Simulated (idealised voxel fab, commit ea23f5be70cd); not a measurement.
Documented hereafter: the process module known as voxel self aligned vias.
Pictured: cross-section cut, 215 nm wide, on a grid of 5 nm square cells.
Cross-section, as written here: a square-cell grid given band by band from the top down, where a band holds one or more rows of cells.
Basically the band line says how high the top is and how high the bottom is, in nm, and then what's in it from left to right, every material with its width in nm. Empty space shows up as "blank", and if a single material carries "everywhere" it runs the full band edge to edge.
Heights are measured from 0, the level below which the as-received wafer is all one material; the lowest band has no bottom and continues downward, written as in "top 0, no bottom".
Read "30 to 40" as a graded width: first number on top, second number at the bottom, same change between each pair of neighbouring rows.
"changes: none" after a step means that no cell of the cross-section changed.
Each empty space that has no open way to the top and spans at least 8 cells appears under "Completely enclosed voids" as width x height at distance, the distance counted from the left edge, all in nm.
Post-settings text on a step line: simulator's own remark regarding the step.
overlay nm: where the mask lay relative to plan, measured to the right, on steps with a mask; negatives go left.
Planned step list for the process
- 1: RECEIVE, material Si
- 2: CONFORMAL_DEP, material SiO2, thk nm 10
- 3: CONFORMAL_DEP, material SiCN, thk nm 5
- 4: DIRECTIONAL_DEP, material SiO2, thk nm 20
- 5: MASKED_ETCH, tone open, mask id LINES, width nm 20, pitch nm 45, etch materials SiO2, depth nm 20, overlay nm 0
- 6: CONFORMAL_DEP, material TiN, thk nm 5
- 7: FILL_DEP, material Ru, thk nm 10
- 8: CMP, height nm 35
- 9: SELECTIVE_ETCH, etch materials W Ru TiN, depth nm 5
- 10: FILL_DEP, material SiN, thk nm 5
- 11: CMP, height nm 35
- 12: DIRECTIONAL_DEP, material SiO2, thk nm 15
- 13: DIRECTIONAL_DEP, material aC, thk nm 15
- 14: PATTERN, tone open, mask id VIAS, material resist, width nm 30, thk nm 35, overlay nm 0
- 15: DIRECTIONAL_ETCH, etch materials aC, depth nm 15
- 16: STRIP, etch materials resist
- 17: DIRECTIONAL_ETCH, etch materials SiO2, depth nm 15
- 18: DIRECTIONAL_ETCH, etch materials SiN, depth nm 5
- 19: STRIP, etch materials aC
- 20: CONFORMAL_DEP, material TiN, thk nm 5
- 21: FILL_DEP, material W, thk nm 10
- 22: CMP, height nm 50
- 23: CONFORMAL_DEP, material SiN, thk nm 5
Of two wafers, the first: run according to plan
Shown in cross-section is the wafer as received, that is, as it stands after step 1
  top 0, no bottom  Si everywhere
  Completely enclosed voids: none
The wafer in cross-section once step 2 is complete
  top 10, bottom 0  SiO2 everywhere
  Nothing below the height 0 has changed.
The wafer in cross-section once step 3 is complete
  top 15, bottom 10  SiCN everywhere
  Nothing below the height 10 has changed.
The wafer in cross-section once step 4 is complete
  top 35, bottom 15  SiO2 everywhere
  Nothing below the height 15 has changed.
The wafer in cross-section once step 5 is complete
  top 35, bottom 15  75 of SiO2, then 20 of blank, then 25 of SiO2, then 20 of blank, then 75 of SiO2
  Nothing below the height 15 has changed.
The wafer in cross-section once step 6 is complete
  top 40, bottom 35  80 of TiN, then 10 of blank, then 35 of TiN, then 10 of blank, then 80 of TiN
  top 35, bottom 20  75 of SiO2, then 5 of TiN, then 10 of blank, then 5 of TiN, then 25 of SiO2, then 5 of TiN, then 10 of blank, then 5 of TiN, then 75 of SiO2
  top 20, bottom 15  75 of SiO2, then 20 of TiN, then 25 of SiO2, then 20 of TiN, then 75 of SiO2
  Nothing below the height 15 has changed.
The wafer in cross-section once step 7 is complete
  top 50, bottom 40  Ru everywhere
  top 40, bottom 35  80 of TiN, then 10 of Ru, then 35 of TiN, then 10 of Ru, then 80 of TiN
  top 35, bottom 20  75 of SiO2, then 5 of TiN, then 10 of Ru, then 5 of TiN, then 25 of SiO2, then 5 of TiN, then 10 of Ru, then 5 of TiN, then 75 of SiO2
  Nothing below the height 20 has changed.
The wafer in cross-section once step 8 is complete
  top 35, bottom 20  75 of SiO2, then 5 of TiN, then 10 of Ru, then 5 of TiN, then 25 of SiO2, then 5 of TiN, then 10 of Ru, then 5 of TiN, then 75 of SiO2
  Nothing below the height 20 has changed.
The wafer in cross-section once step 9 is complete
  top 35, bottom 30  75 of SiO2, then 20 of blank, then 25 of SiO2, then 20 of blank, then 75 of SiO2
  Nothing below the height 30 has changed.
The wafer in cross-section once step 10 is complete
  top 40, bottom 35  SiN everywhere
  top 35, bottom 30  75 of SiO2, then 20 of SiN, then 25 of SiO2, then 20 of SiN, then 75 of SiO2
  Nothing below the height 30 has changed.
The wafer in cross-section once step 11 is complete
  top 35, bottom 30  75 of SiO2, then 20 of SiN, then 25 of SiO2, then 20 of SiN, then 75 of SiO2
  Nothing below the height 30 has changed.
The wafer in cross-section once step 12 is complete
  top 50, bottom 35  SiO2 everywhere
  Nothing below the height 35 has changed.
The wafer in cross-section once step 13 is complete
  top 65, bottom 50  aC everywhere
  Nothing below the height 50 has changed.
The wafer in cross-section once step 14 is complete
  top 100, bottom 65  70 of resist, then 30 of blank, then 115 of resist
  Nothing below the height 65 has changed.
The wafer in cross-section once step 15 is complete
  top 85, bottom 65  70 of resist, then 30 of blank, then 115 of resist
  top 65, bottom 50  70 of aC, then 30 of blank, then 115 of aC
  Nothing below the height 50 has changed.
The wafer in cross-section once step 16 is complete
  top 65, bottom 50  70 of aC, then 30 of blank, then 115 of aC
  Nothing below the height 50 has changed.
The wafer in cross-section once step 17 is complete
  top 65, bottom 50  70 of aC, then 30 of blank, then 115 of aC
  top 50, bottom 35  70 of SiO2, then 30 of blank, then 115 of SiO2
  Nothing below the height 35 has changed.
The wafer in cross-section once step 18 is complete
  top 65, bottom 50  70 of aC, then 30 of blank, then 115 of aC
  top 50, bottom 35  70 of SiO2, then 30 of blank, then 115 of SiO2
  top 35, bottom 30  75 of SiO2, then 20 of blank, then 25 of SiO2, then 20 of SiN, then 75 of SiO2
  Nothing below the height 30 has changed.
The wafer in cross-section once step 19 is complete
  top 50, bottom 35  70 of SiO2, then 30 of blank, then 115 of SiO2
  Nothing below the height 35 has changed.
The wafer in cross-section once step 20 is complete
  top 55, bottom 50  75 of TiN, then 20 of blank, then 120 of TiN
  top 50, bottom 40  70 of SiO2, then 5 of TiN, then 20 of blank, then 5 of TiN, then 115 of SiO2
  top 40, bottom 35  70 of SiO2, then 10 of TiN, then 10 of blank, then 10 of TiN, then 115 of SiO2
  top 35, bottom 30  75 of SiO2, then 20 of TiN, then 25 of SiO2, then 20 of SiN, then 75 of SiO2
  Nothing below the height 30 has changed.
The wafer in cross-section once step 21 is complete
  top 65, bottom 55  W everywhere
  top 55, bottom 50  75 of TiN, then 20 of W, then 120 of TiN
  top 50, bottom 40  70 of SiO2, then 5 of TiN, then 20 of W, then 5 of TiN, then 115 of SiO2
  top 40, bottom 35  70 of SiO2, then 10 of TiN, then 10 of W, then 10 of TiN, then 115 of SiO2
  Nothing below the height 35 has changed.
The wafer in cross-section once step 22 is complete
  top 50, bottom 40  70 of SiO2, then 5 of TiN, then 20 of W, then 5 of TiN, then 115 of SiO2
  Nothing below the height 40 has changed.
The wafer in cross-section once step 23 is complete
  top 55, bottom 50  SiN everywhere
  Nothing below the height 50 has changed.
What follows concerns the second wafer, which started out like the first and was meant to follow the very same plan; one mistake crept in when it was run, but everything up to and including step 2 is the same as for the first wafer
Cross-section of the second wafer at the time by which step 3 should have been completed according to the plan: changes: none
Cross-section of the second wafer at the time by which step 4 should have been completed according to the plan
  top 30, bottom 0  SiO2 everywhere
  Nothing below the height 0 has changed.
Cross-section of the second wafer at the time by which step 5 should have been completed according to the plan
  top 30, bottom 10  75 of SiO2, then 20 of blank, then 25 of SiO2, then 20 of blank, then 75 of SiO2
  Nothing below the height 10 has changed.
Cross-section of the second wafer at the time by which step 6 should have been completed according to the plan
  top 35, bottom 30  80 of TiN, then 10 of blank, then 35 of TiN, then 10 of blank, then 80 of TiN
  top 30, bottom 15  75 of SiO2, then 5 of TiN, then 10 of blank, then 5 of TiN, then 25 of SiO2, then 5 of TiN, then 10 of blank, then 5 of TiN, then 75 of SiO2
  top 15, bottom 10  75 of SiO2, then 20 of TiN, then 25 of SiO2, then 20 of TiN, then 75 of SiO2
  Nothing below the height 10 has changed.
Cross-section of the second wafer at the time by which step 7 should have been completed according to the plan
  top 45, bottom 35  Ru everywhere
  top 35, bottom 30  80 of TiN, then 10 of Ru, then 35 of TiN, then 10 of Ru, then 80 of TiN
  top 30, bottom 15  75 of SiO2, then 5 of TiN, then 10 of Ru, then 5 of TiN, then 25 of SiO2, then 5 of TiN, then 10 of Ru, then 5 of TiN, then 75 of SiO2
  Nothing below the height 15 has changed.
Cross-section of the second wafer at the time by which step 8 should have been completed according to the plan
  top 35, bottom 30  80 of TiN, then 10 of Ru, then 35 of TiN, then 10 of Ru, then 80 of TiN
  Nothing below the height 30 has changed.
Cross-section of the second wafer at the time by which step 9 should have been completed according to the plan
  top 30, bottom 15  75 of SiO2, then 5 of TiN, then 10 of Ru, then 5 of TiN, then 25 of SiO2, then 5 of TiN, then 10 of Ru, then 5 of TiN, then 75 of SiO2
  Nothing below the height 15 has changed.
Cross-section of the second wafer at the time by which step 10 should have been completed according to the plan
  top 35, bottom 30  SiN everywhere
  Nothing below the height 30 has changed.
Cross-section of the second wafer at the time by which step 11 should have been completed according to the plan: changes: none
Cross-section of the second wafer at the time by which step 12 should have been completed according to the plan
  top 50, bottom 35  SiO2 everywhere
  Nothing below the height 35 has changed.
Cross-section of the second wafer at the time by which step 13 should have been completed according to the plan
  top 65, bottom 50  aC everywhere
  Nothing below the height 50 has changed.
Cross-section of the second wafer at the time by which step 14 should have been completed according to the plan
  top 100, bottom 65  70 of resist, then 30 of blank, then 115 of resist
  Nothing below the height 65 has changed.
Cross-section of the second wafer at the time by which step 15 should have been completed according to the plan
  top 85, bottom 65  70 of resist, then 30 of blank, then 115 of resist
  top 65, bottom 50  70 of aC, then 30 of blank, then 115 of aC
  Nothing below the height 50 has changed.
Cross-section of the second wafer at the time by which step 16 should have been completed according to the plan
  top 65, bottom 50  70 of aC, then 30 of blank, then 115 of aC
  Nothing below the height 50 has changed.
Cross-section of the second wafer at the time by which step 17 should have been completed according to the plan
  top 65, bottom 50  70 of aC, then 30 of blank, then 115 of aC
  top 50, bottom 35  70 of SiO2, then 30 of blank, then 115 of SiO2
  Nothing below the height 35 has changed.
Cross-section of the second wafer at the time by which step 18 should have been completed according to the plan
  top 65, bottom 50  70 of aC, then 30 of blank, then 115 of aC
  top 50, bottom 35  70 of SiO2, then 30 of blank, then 115 of SiO2
  top 35, bottom 30  70 of SiN, then 30 of blank, then 115 of SiN
  Nothing below the height 30 has changed.
Cross-section of the second wafer at the time by which step 19 should have been completed according to the plan
  top 50, bottom 35  70 of SiO2, then 30 of blank, then 115 of SiO2
  Nothing below the height 35 has changed.
Cross-section of the second wafer at the time by which step 20 should have been completed according to the plan
  top 55, bottom 50  75 of TiN, then 20 of blank, then 120 of TiN
  top 50, bottom 35  70 of SiO2, then 5 of TiN, then 20 of blank, then 5 of TiN, then 115 of SiO2
  top 35, bottom 30  70 of SiN, then 30 of TiN, then 115 of SiN
  Nothing below the height 30 has changed.
Cross-section of the second wafer at the time by which step 21 should have been completed according to the plan
  top 65, bottom 55  W everywhere
  top 55, bottom 50  75 of TiN, then 20 of W, then 120 of TiN
  top 50, bottom 35  70 of SiO2, then 5 of TiN, then 20 of W, then 5 of TiN, then 115 of SiO2
  Nothing below the height 35 has changed.
Cross-section of the second wafer at the time by which step 22 should have been completed according to the plan
  top 50, bottom 35  70 of SiO2, then 5 of TiN, then 20 of W, then 5 of TiN, then 115 of SiO2
  Nothing below the height 35 has changed.
Cross-section of the second wafer at the time by which step 23 should have been completed according to the plan
  top 55, bottom 50  SiN everywhere
  Nothing below the height 50 has changed.
So what did we get wrong on this run? plan step 3 never ran because it was skipped
FYI, end of process, the second wafer has more or fewer cells of some materials than the first: 4 more of Ru; 43 fewer of SiCN; 33 more of SiN; 4 more of TiN; 2 more of W
